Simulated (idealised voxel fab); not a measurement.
A process module follows: voxel trench capacitor.
FYI the section here is cut, 280 nm wide, cells are 5 nm squares.
Square cells in a grid make up a cross-section in this document, and the grid is given as bands, listed from the top down, each one or more rows of cells. Top height, bottom height, nm. Materials left to right, width each, nm. Single material + "everywhere" = fills band edge to edge. "air" = empty. A quick word on heights: they are counted from 0, and under that level the wafer as it came to us is one material throughout. The lowest band is different from the rest in having no bottom; it simply continues downward, written as in "0 nm and below". The width entry "30->40" should be interpreted row by row: the top row of cells in the band takes the first number, the bottom row takes the second number, and the change between adjacent rows is uniform throughout. Key: "changes: none" - step with no changed cell in the cross-section. Basically, "Catalogued sealed voids" tells you about the enclosed voids: empty spaces with no open way to the top, 8 cells or bigger, each written width x height at distance, where distance is from the left edge, all in nm. What comes after the settings on a step's line is commentary from the simulator itself on that step. overlay nm: where the mask lay relative to plan, measured to the right, on steps with a mask; negatives go left.

Planned process steps
1) RECEIVE (material Si)
2) CONFORMAL_DEP (material SiN; thk nm 10)
3) MASKED_ETCH (tone open; mask id TRENCH; width nm 20; pitch nm 40; etch materials SiN; depth nm 10; overlay nm 0)
4) MASKED_ETCH (tone open; mask id TRENCH; width nm 15; pitch nm 40; etch materials Si; depth nm 40; overlay nm 0)
5) CONFORMAL_DEP (material SiO2; thk nm 5)
6) FILL_DEP (material polySi; thk nm 10)
7) CMP (height nm 10)
The wafers in this document start out alike and differ in the width nm applied at step 4; the plan shows the value used for the first wafer.

The first of several wafers, as received after step 1, seen in section
- 0 nm and below  Si everywhere
- Catalogued sealed voids: none

Heads up, this table goes wafer by wafer. A row tells you, at the end of the module, how many cells of each material that wafer has put on (+) or dropped (-) since it was received, and then its closed voids
width nm 15; -72 Si; +88 SiN; +66 SiO2; +30 polySi; Catalogued sealed voids: none
width nm 20; -96 Si; +88 SiN; +66 SiO2; +54 polySi; Catalogued sealed voids: none
width nm 25; -96 Si; +88 SiN; +66 SiO2; +54 polySi; Catalogued sealed voids: none
